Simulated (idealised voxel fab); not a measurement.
Process module name: voxel double patterning
It is cross-section cut that appears here, measuring 190 nm in width, its square cells being 5 nm in size.
For the purposes of this document, a cross-section shall be understood as a grid of square cells, specified as bands listed in top-to-bottom order, each band consisting of one or more rows of cells.
What a band's entry tells you: where the top is and where the bottom is, as heights in nm, and after that what lies inside, material by material from left to right, each with its width in nm. Empty space is written as the word "blank", and a single material marked with the word "edge to edge" occupies the band from edge to edge.
Height 0 is the level under which the wafer as received is all one material. The lowest band goes on downwards, as in "0 -> down".
Per-row width for "30->40": begins at first number (top row of band), ends at second number (bottom row), increment between rows held constant.
The designation "nothing got changed", where it is given for a processing step, indicates that no cell of the cross-section was altered in the course of that step.
"Sealed cavities" lists enclosed empty spaces (at least 8 cells, no open path upward to the top), each as width x height at distance from the left edge, in nm.
Read whatever lies past the settings on a step's line as the simulator's own remark about the step.
overlay nm: where the mask lay relative to plan, measured to the right, on steps with a mask; negatives go left.

# Process steps foreseen in the plan
1,RECEIVE (material Si)
2,CONFORMAL_DEP (material SiO2; thk nm 5)
3,DIRECTIONAL_DEP (material W; thk nm 15)
4,DIRECTIONAL_DEP (material SiN; thk nm 10)
5,MASKED_ETCH (tone open; mask id FIRST; width nm 15; pitch nm 50; etch materials SiN; depth nm 10; overlay nm 0)
6,PATTERN (tone open; mask id SECOND; material resist; width nm 15; thk nm 20; overlay nm 0)
7,DIRECTIONAL_ETCH (etch materials SiN; depth nm 10)
8,STRIP (etch materials resist)
9,DIRECTIONAL_ETCH (etch materials W; depth nm 15)
10,STRIP (etch materials SiN)

# The first of two wafers, run as planned

# as received, after step 1
    0 -> down  Si edge to edge
    Sealed cavities: none

# Cross-section: wafer state after step 2
    5 -> 0  SiO2 edge to edge
    Below 0, no change.

# Cross-section: wafer state after step 3
    20 -> 5  W edge to edge
    Below 5, no change.

# Cross-section: wafer state after step 4
    30 -> 20  SiN edge to edge
    Below 20, no change.

# Cross-section: wafer state after step 5
    30 -> 20  60 of SiN, then 15 of blank, then 35 of SiN, then 15 of blank, then 65 of SiN
    Below 20, no change.

# Cross-section: wafer state after step 6
    50 -> 30  85 of resist, then 15 of blank, then 90 of resist
    30 -> 20  60 of SiN, then 15 of resist, then 35 of SiN, then 15 of resist, then 65 of SiN
    Below 20, no change.

# Cross-section: wafer state after step 7
    50 -> 30  85 of resist, then 15 of blank, then 90 of resist
    30 -> 20  60 of SiN, then 15 of resist, then 10 of SiN, then 15 of blank, then 10 of SiN, then 15 of resist, then 65 of SiN
    Below 20, no change.

# Cross-section: wafer state after step 8
    30 -> 20  60 of SiN, then 15 of blank, then 10 of SiN, then 15 of blank, then 10 of SiN, then 15 of blank, then 65 of SiN
    Below 20, no change.

# Cross-section: wafer state after step 9
    30 -> 20  60 of SiN, then 15 of blank, then 10 of SiN, then 15 of blank, then 10 of SiN, then 15 of blank, then 65 of SiN
    20 -> 5  60 of W, then 15 of blank, then 10 of W, then 15 of blank, then 10 of W, then 15 of blank, then 65 of W
    Below 5, no change.

# Cross-section: wafer state after step 10
    20 -> 5  60 of W, then 15 of blank, then 10 of W, then 15 of blank, then 10 of W, then 15 of blank, then 65 of W
    Below 5, no change.

# The second wafer was prepared from the same starting point and under the same plan as the first; its processing contained one mistake, and it remains indistinguishable from the first wafer up to and including step 4

# Cross-section: second wafer, time at which step 5 was scheduled to end
    30 -> 20  60 of blank, then 15 of SiN, then 35 of blank, then 15 of SiN, then 65 of blank
    Below 20, no change.

# Cross-section: second wafer, time at which step 6 was scheduled to end
    50 -> 30  85 of resist, then 15 of blank, then 90 of resist
    30 -> 20  60 of resist, then 15 of SiN, then 10 of resist, then 15 of blank, then 10 of resist, then 15 of SiN, then 65 of resist
    Below 20, no change.

Cross-section: second wafer, time at which step 7 was scheduled to end: nothing got changed

# Cross-section: second wafer, time at which step 8 was scheduled to end
    30 -> 20  60 of blank, then 15 of SiN, then 35 of blank, then 15 of SiN, then 65 of blank
    Below 20, no change.

# Cross-section: second wafer, time at which step 9 was scheduled to end
    30 -> 20  60 of blank, then 15 of SiN, then 35 of blank, then 15 of SiN, then 65 of blank
    20 -> 5  60 of blank, then 15 of W, then 35 of blank, then 15 of W, then 65 of blank
    Below 5, no change.

# Cross-section: second wafer, time at which step 10 was scheduled to end
    20 -> 5  60 of blank, then 15 of W, then 35 of blank, then 15 of W, then 65 of blank
    Below 5, no change.
Short version of what went wrong: step 5 was processed under conditions differing from the plan, specifically as MASKED_ETCH (tone cover; mask id FIRST; width nm 15; pitch nm 50; etch materials SiN; depth nm 10; overlay nm 0)
Final cells, second wafer relative to first, materials higher or lower: 69 fewer of W
